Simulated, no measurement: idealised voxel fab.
Module name: voxel capacitor over wiring (process module)
This is section cut - it's 170 nm across, gridded in 5 nm square cells.
Just so we're on the same page, the cross-sections are grids of square cells, and they're listed out in bands top to bottom, each band one or more rows deep.
Band: top height; bottom height; in nm. Then, left to right: material with width in nm, for each material. "throughout": a single material spanning edge to edge. "air": empty space.
Heights are expressed relative to 0, this being the level below which the as-received wafer comprises one material exclusively. The lowest band is unbounded in the downward direction and is denoted as in "0 and below".
Width "30 to 40": first value at the band's top row of cells, second value at its bottom row, equal change from row to row.
For the purposes of this document, the phrase "no modifications" attached to a step denotes that no cell within the cross-section was modified by that step.
"Sealed void inventory" means: voids of 8 cells or more that are shut off from the top with no open way through. Written width x height at distance, distance from the left edge, in nm.
That trailing text on a step's line, after the settings, is the simulator's own remark on the step.
The optional step-line setting "overlay nm" applies to steps with a mask and quantifies how far to the right of its planned location the mask lay, a negative value indicating leftward placement.

# The steps planned for the process are as follows
| 1 | RECEIVE [material Si] |
| 2 | CONFORMAL_DEP [material SiO2] [thk nm 10] |
| 3 | DIRECTIONAL_DEP [material TiN] [thk nm 5] |
| 4 | DIRECTIONAL_DEP [material Ru] [thk nm 15] |
| 5 | PATTERN [tone cover] [mask id METAL_1] [material resist] [width nm 25] [pitch nm 85] [thk nm 15] [overlay nm 0] |
| 6 | DIRECTIONAL_ETCH [etch materials Ru] [depth nm 15] |
| 7 | DIRECTIONAL_ETCH [etch materials TiN] [depth nm 5] |
| 8 | STRIP [etch materials resist] |
| 9 | FILL_DEP [material lowk] [thk nm 10] |
| 10 | CMP [height nm 30] |
| 11 | CONFORMAL_DEP [material SiCN] [thk nm 5] |
| 12 | DIRECTIONAL_DEP [material lowk] [thk nm 10] |
| 13 | PATTERN [tone open] [mask id PLUG_1] [material resist] [width nm 15] [thk nm 15] [overlay nm 0] |
| 14 | DIRECTIONAL_ETCH [etch materials lowk] [depth nm 10] |
| 15 | DIRECTIONAL_ETCH [etch materials SiCN] [depth nm 5] |
| 16 | STRIP [etch materials resist] |
| 17 | EPI [material Ru] [thk nm 10] |
| 18 | EPI [material Ru] [thk nm 5] |
| 19 | DIRECTIONAL_DEP [material TiN] [thk nm 10] |
| 20 | DIRECTIONAL_DEP [material Al2O3] [thk nm 5] |
| 21 | DIRECTIONAL_DEP [material TiN] [thk nm 5] |
| 22 | MASKED_ETCH [tone cover] [mask id UPPER_PLATE] [width nm 65] [etch materials TiN] [depth nm 5] [overlay nm 0] |
| 23 | MASKED_ETCH [tone cover] [mask id UPPER_PLATE] [width nm 65] [etch materials Al2O3] [depth nm 5] [overlay nm 0] |
| 24 | DIRECTIONAL_DEP [material aC] [thk nm 15] |
| 25 | PATTERN [tone cover] [mask id LOWER_PLATE] [material resist] [width nm 75] [thk nm 35] [overlay nm 0] |
| 26 | DIRECTIONAL_ETCH [etch materials aC] [depth nm 15] |
| 27 | STRIP [etch materials resist] |
| 28 | DIRECTIONAL_ETCH [etch materials TiN] [depth nm 10] |
| 29 | STRIP [etch materials aC] |
| 30 | FILL_DEP [material SiO2] [thk nm 20] |
| 31 | CMP [height nm 80] |
| 32 | DIRECTIONAL_DEP [material aC] [thk nm 15] |
| 33 | PATTERN [tone open] [mask id PLUG_2] [material resist] [width nm 15] [thk nm 30] [overlay nm 0] |
| 34 | DIRECTIONAL_ETCH [etch materials aC] [depth nm 15] |
| 35 | STRIP [etch materials resist] |
| 36 | DIRECTIONAL_ETCH [etch materials SiO2] [depth nm 15] |
| 37 | STRIP [etch materials aC] |
| 38 | CONFORMAL_DEP [material TiN] [thk nm 5] |
| 39 | FILL_DEP [material Cu] [thk nm 5] |
| 40 | CMP [height nm 80] |
| 41 | CONFORMAL_DEP [material SiN] [thk nm 5] |

# So this is the incoming wafer in cross-section - it's already been through step 1
    0 and below: Si throughout
    Sealed void inventory: none

# Wafer cross-section at end of module: start and plan as shown above, one execution error
    85 down to 80: SiN throughout
    80 down to 70: 45 Cu, then 5 TiN, then 15 SiO2, then 5 TiN, then 100 Cu
    70 down to 65: 50 TiN, then 15 SiO2, then 105 TiN
    65 down to 60: 40 SiO2, then 65 TiN, then 65 SiO2
    60 down to 55: 40 SiO2, then 65 Al2O3, then 65 SiO2
    55 down to 45: 35 SiO2, then 75 TiN, then 60 SiO2
    45 down to 35: 40 lowk, then 15 Ru, then 115 lowk
    35 down to 30: 40 SiCN, then 15 Ru, then 115 SiCN
    30 down to 15: 30 lowk, then 25 Ru, then 60 lowk, then 25 Ru, then 30 lowk
    15 down to 10: 30 lowk, then 25 TiN, then 60 lowk, then 25 TiN, then 30 lowk
    10 down to 0: SiO2 throughout
    0 and below: Si throughout
    Sealed void inventory: none
What was done differently from what was planned? step 33 went in with a setting other than planned; the actual run was PATTERN [tone cover] [mask id PLUG_2] [material resist] [width nm 15] [thk nm 30] [overlay nm 0]
